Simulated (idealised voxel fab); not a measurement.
The following is a process module called voxel self aligned contacts.
This is section cut - it's 150 nm across, gridded in 5 nm square cells.
Format of a cross-section: grid, square cells. Given as bands. Order: top down. Band: one or more rows of cells. Top height, bottom height, nm. Materials left to right, width each, nm. Single material + "full width" = fills band edge to edge. "blank" = empty. The reference from which all heights are counted is 0, the level beneath which the as-received wafer is entirely one material; the lowest band, having no lower bound, proceeds downward and is written after the example "from 0 down". The notation "30->40" denotes a width that varies across the rows of cells in the band, beginning at the first number in the top row, finishing at the second number in the bottom row, and changing by an identical amount from each row to the next. The cross-section has no changed cell in any step marked "no alterations made". What "Closed-off voids" gives you is every empty space of 8 cells or more that is cut off from the top. Each appears as width x height at distance, with the distance taken from the left edge and width, height and distance all in nm. Where a step's line continues beyond its settings, the continuation is a remark by the simulator itself on that step. On any step carrying a mask, the "overlay nm" setting, if present on the step's line, tells how far right of its planned place the mask lay; negative values point to the left.

### Here's what the planned process steps look like
1) RECEIVE,material Si
2) OXIDIZE,depth nm 5
3) DIRECTIONAL_DEP,material polySi,thk nm 20
4) DIRECTIONAL_DEP,material SiN,thk nm 20
5) MASKED_ETCH,tone cover,mask id GATE,width nm 35,pitch nm 65,etch materials SiN,depth nm 20,overlay nm 0
6) MASKED_ETCH,tone cover,mask id GATE,width nm 35,pitch nm 65,etch materials polySi,depth nm 20,overlay nm 0
7) CONFORMAL_DEP,material SiN,thk nm 5
8) DIRECTIONAL_ETCH,etch materials SiN,depth nm 5
9) FILL_DEP,material SiO2,thk nm 20
10) CMP,height nm 50
11) MASKED_ETCH,tone open,mask id CONTACT,width nm 40,etch materials SiO2,depth nm 55,overlay nm 0
12) CONFORMAL_DEP,material TiN,thk nm 5
13) FILL_DEP,material Ru,thk nm 5
14) CMP,height nm 50
15) CONFORMAL_DEP,material SiN,thk nm 5

### Here's what the wafer looked like in cross-section when it arrived - that's after step 1
    from 0 down = Si full width
    Closed-off voids: none

### Same starting wafer, same plan as above, one mistake in the execution; this is the cross-section at the end of the module
    from 55 to 50 = SiN full width
    from 50 to 45 = 20 of SiO2; 45 of SiN; 5 of TiN; 10 of Ru; 5 of TiN; 45 of SiN; 20 of SiO2
    from 45 to 40 = 20 of SiO2; 45 of SiN; 20 of TiN; 45 of SiN; 20 of SiO2
    from 40 to 20 = SiN full width
    from 20 to 0 = polySi full width
    from 0 to -5 = SiO2 full width
    from -5 down = Si full width
    Closed-off voids: none
Here's what went sideways: step 4 of the plan was twice carried out
